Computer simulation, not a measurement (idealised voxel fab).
process module | voxel ribs on slabs
cross-section cut | 220 nm wide | cells 5 nm
A cross-section is a grid of square cells, given in bands from the top down. A band is one or more rows of cells.
Each band's line starts with the height of the band's top and of its bottom, in nm. Then come its materials from left to right, each with its width in nm. One material with "throughout" fills the band from edge to edge. "air" is empty space.
Height 0 is the level under which the wafer as received is all one material. The lowest band goes on downwards, as in "0 down".
A width such as "30 to 40" changes by the same amount from each row of cells to the next, from the band's top row to its bottom row.
"no change" after a step means that no cell of the cross-section changed.
closed voids: empty space of 8 cells or more with no open way to the top, each as width x height at its distance from the left edge, in nm
after a step's settings: what the simulator itself notes on the step
overlay nm, on a step with a mask: how far to the right of its planned place the mask lay; to the left if negative
plan
1 op RECEIVE | material Si
2 op DIRECTIONAL_DEP | material SiO2 | thk nm 30
3 op DIRECTIONAL_DEP | material polySi | thk nm 15
4 op MASKED_ETCH | tone cover | mask id RIB | width nm 15 | etch materials polySi | depth nm 10 | overlay nm 0
5 op MASKED_ETCH | tone cover | mask id SLAB | width nm 65 | etch materials polySi | depth nm 5 | overlay nm 0
6 op FILL_DEP | material SiO2 | thk nm 25
7 op CMP | height nm 65
8 op DIRECTIONAL_DEP | material TiN | thk nm 10
9 op PATTERN | tone cover | mask id HEATER | material resist | width nm 25 | thk nm 20 | overlay nm 0
10 op DIRECTIONAL_ETCH | etch materials TiN | depth nm 10
11 op STRIP | etch materials resist
12 op CONFORMAL_DEP | material SiO2 | thk nm 5
first wafer, as planned
as received, after step 1
  0 down: Si throughout
  closed voids: none
after step 2
  30 to 0: SiO2 throughout
  below 0: unchanged
after step 3
  45 to 30: polySi throughout
  below 30: unchanged
after step 4
  45 to 35: air 100 | polySi 15 | air 105
  below 35: unchanged
after step 5
  45 to 35: air 100 | polySi 15 | air 105
  35 to 30: air 75 | polySi 65 | air 80
  below 30: unchanged
after step 6
  70 to 45: SiO2 throughout
  45 to 35: SiO2 100 | polySi 15 | SiO2 105
  35 to 30: SiO2 75 | polySi 65 | SiO2 80
  below 30: unchanged
after step 7
  65 to 45: SiO2 throughout
  below 45: unchanged
after step 8
  75 to 65: TiN throughout
  below 65: unchanged
after step 9
  95 to 75: air 95 | resist 25 | air 100
  below 75: unchanged
after step 10
  95 to 75: air 95 | resist 25 | air 100
  75 to 65: air 95 | TiN 25 | air 100
  below 65: unchanged
after step 11
  75 to 65: air 95 | TiN 25 | air 100
  below 65: unchanged
after step 12
  80 to 75: air 90 | SiO2 35 | air 95
  75 to 70: air 90 | SiO2 5 | TiN 25 | SiO2 5 | air 95
  70 to 65: SiO2 95 | TiN 25 | SiO2 100
  below 65: unchanged
second wafer: like start, like plan, one mistake. Through step 11 it matches the first wafer
when step 12 should have ended
  80 to 70: air 90 | TiN 35 | air 95
  70 to 65: TiN throughout
  below 65: unchanged
what went wrong: step 12 ran as: op CONFORMAL_DEP | material TiN | thk nm 5
at the end the second wafer has, in cells: 48 fewer of SiO2 | 48 more of TiN
